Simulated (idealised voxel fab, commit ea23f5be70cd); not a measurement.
Herein follows the process module entitled voxel plated lines.
cross-section cut | 265 nm wide | cells 5 nm
We lay out every cross-section as a grid of square cells and spell it out in bands from the top down, where one band means one or more rows of cells. Band: top height; bottom height; in nm. Then, left to right: material with width in nm, for each material. "everywhere": a single material spanning edge to edge. "empty": empty space. It should be noted that heights are counted from 0, beneath which the wafer as supplied is of one material throughout, and that the lowest band possesses no lower boundary but continues downward, as written in "0 -> down". Width "30..40": first value at the band's top row of cells, second value at its bottom row, equal change from row to row. Step marked "nothing changed"? Then no cell in the cross-section changed in it. Look at "Listed closed voids" for the closed voids: empty spaces with no open path to the top, sized 8 cells or up. Each is width x height at distance, distance from the left edge, all nm. Heads up: the bit after the settings on a step's line is the simulator's remark on that step. A step line may carry the setting "overlay nm", which, for steps involving a mask, states the distance by which the mask lay to the right of its intended position; negative values denote displacement to the left.
Intended process steps:
1: RECEIVE, material Si
2: CONFORMAL_DEP, material Al2O3, thk nm 10
3: DIRECTIONAL_DEP, material TiN, thk nm 5
4: PATTERN, tone open, mask id LINES, material resist, width nm 15, pitch nm 35, thk nm 20, overlay nm 0
5: EPI, material Ru, thk nm 5
6: STRIP, etch materials resist
7: DIRECTIONAL_ETCH, etch materials TiN, depth nm 5
8: CONFORMAL_DEP, material SiN, thk nm 10
Cross-sectional view of the wafer in its as-received condition, corresponding to the state after step 1:
- 0 -> down | Si everywhere
- Listed closed voids: none
Wafer cross-section at end of module: start and plan as shown above, one execution error:
- 30 -> 20 | SiN everywhere
- 20 -> 15 | 90 nm Ru / 15 nm SiN / 20 nm Ru / 15 nm SiN / 20 nm Ru / 15 nm SiN / 90 nm Ru
- 15 -> 10 | 90 nm TiN / 15 nm SiN / 20 nm TiN / 15 nm SiN / 20 nm TiN / 15 nm SiN / 90 nm TiN
- 10 -> 0 | Al2O3 everywhere
- 0 -> down | Si everywhere
- Listed closed voids: none
Misprocessing identified: the process deviated at step 4: the operation and settings actually run there were PATTERN, tone cover, mask id LINES, material resist, width nm 15, pitch nm 35, thk nm 20, overlay nm 0
